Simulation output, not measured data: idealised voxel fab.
process module | voxel wiring stack
cross-section cut | 210 nm wide | cells 5 nm
A cross-section is a grid of square cells, given in bands from the top down. A band is one or more rows of cells.
Each band's line starts with the height of the band's top and of its bottom, in nm. Then come its materials from left to right, each with its width in nm. One material with "throughout" fills the band from edge to edge. "air" is empty space.
Height 0 is the level under which the wafer as received is all one material. The lowest band goes on downwards, as in "0 down".
A width such as "30 to 40" changes by the same amount from each row of cells to the next, from the band's top row to its bottom row.
"no change" after a step means that no cell of the cross-section changed.
closed voids: empty space of 8 cells or more with no open way to the top, each as width x height at its distance from the left edge, in nm
after a step's settings: what the simulator itself notes on the step
overlay nm, on a step with a mask: how far to the right of its planned place the mask lay; to the left if negative
plan
1 op RECEIVE | material Si
2 op CONFORMAL_DEP | material SiO2 | thk nm 15
3 op DIRECTIONAL_DEP | material TiN | thk nm 5
4 op DIRECTIONAL_DEP | material Ru | thk nm 20
5 op MASKED_ETCH | tone cover | mask id METAL_1 | width nm 30 | pitch nm 60 | etch materials Ru | depth nm 20 | overlay nm 0
6 op MASKED_ETCH | tone cover | mask id METAL_1 | width nm 30 | pitch nm 60 | etch materials TiN | depth nm 5 | overlay nm 0
7 op CONFORMAL_DEP | material SiCN | thk nm 5
8 op FILL_DEP | material SiO2 | thk nm 5
9 op CMP | height nm 40
10 op CONFORMAL_DEP | material SiCN | thk nm 5
11 op DIRECTIONAL_DEP | material SiO2 | thk nm 10
12 op MASKED_ETCH | tone open | mask id PLUG_1 | width nm 15 | etch materials SiO2 | depth nm 10 | overlay nm 0
13 op MASKED_ETCH | tone open | mask id PLUG_1 | width nm 15 | etch materials SiCN | depth nm 5 | overlay nm 0
14 op EPI | material Ru | thk nm 10
15 op EPI | material Ru | thk nm 5
16 op CONFORMAL_DEP | material SiN | thk nm 5
17 op DIRECTIONAL_DEP | material lowk | thk nm 20
18 op MASKED_ETCH | tone open | mask id METAL_2 | width nm 30 | pitch nm 60 | etch materials lowk | depth nm 20 | overlay nm 0
19 op MASKED_ETCH | tone open | mask id METAL_2 | width nm 30 | pitch nm 60 | etch materials SiN | depth nm 5 | overlay nm 0
20 op CONFORMAL_DEP | material TiN | thk nm 5
21 op FILL_DEP | material Cu | thk nm 10
22 op CMP | height nm 80
23 op EPI | material Ru | thk nm 5
24 op FILL_DEP | material SiCN | thk nm 5
as received, after step 1
  0 down: Si throughout
  closed voids: none
a wafer at the end: this start, this plan, one mistake
  90 to 85: SiCN throughout
  85 to 80: SiCN 55 | Ru 40 | SiCN 20 | Ru 40 | SiCN 55
  80 to 60: lowk 60 | TiN 5 | Cu 20 | TiN 5 | lowk 30 | TiN 5 | Cu 20 | TiN 5 | lowk 60
  60 to 55: SiN 60 | TiN 30 | SiN 30 | TiN 30 | SiN 60
  55 to 45: SiO2 60 | SiN 5 | TiN 5 | SiN 5 | SiO2 135
  45 to 40: SiCN 60 | SiN 5 | TiN 5 | SiN 5 | SiCN 135
  40 to 25: Ru 60 | SiCN 5 | SiO2 20 | SiCN 5 | Ru 30 | SiCN 5 | SiO2 20 | SiCN 5 | Ru 60
  25 to 20: Ru 60 | SiCN 30 | Ru 30 | SiCN 30 | Ru 60
  20 to 15: TiN throughout
  15 to 0: SiO2 throughout
  0 down: Si throughout
  closed voids: none
what went wrong: step 5 ran as: op MASKED_ETCH | tone open | mask id METAL_1 | width nm 30 | pitch nm 60 | etch materials Ru | depth nm 20 | overlay nm 0
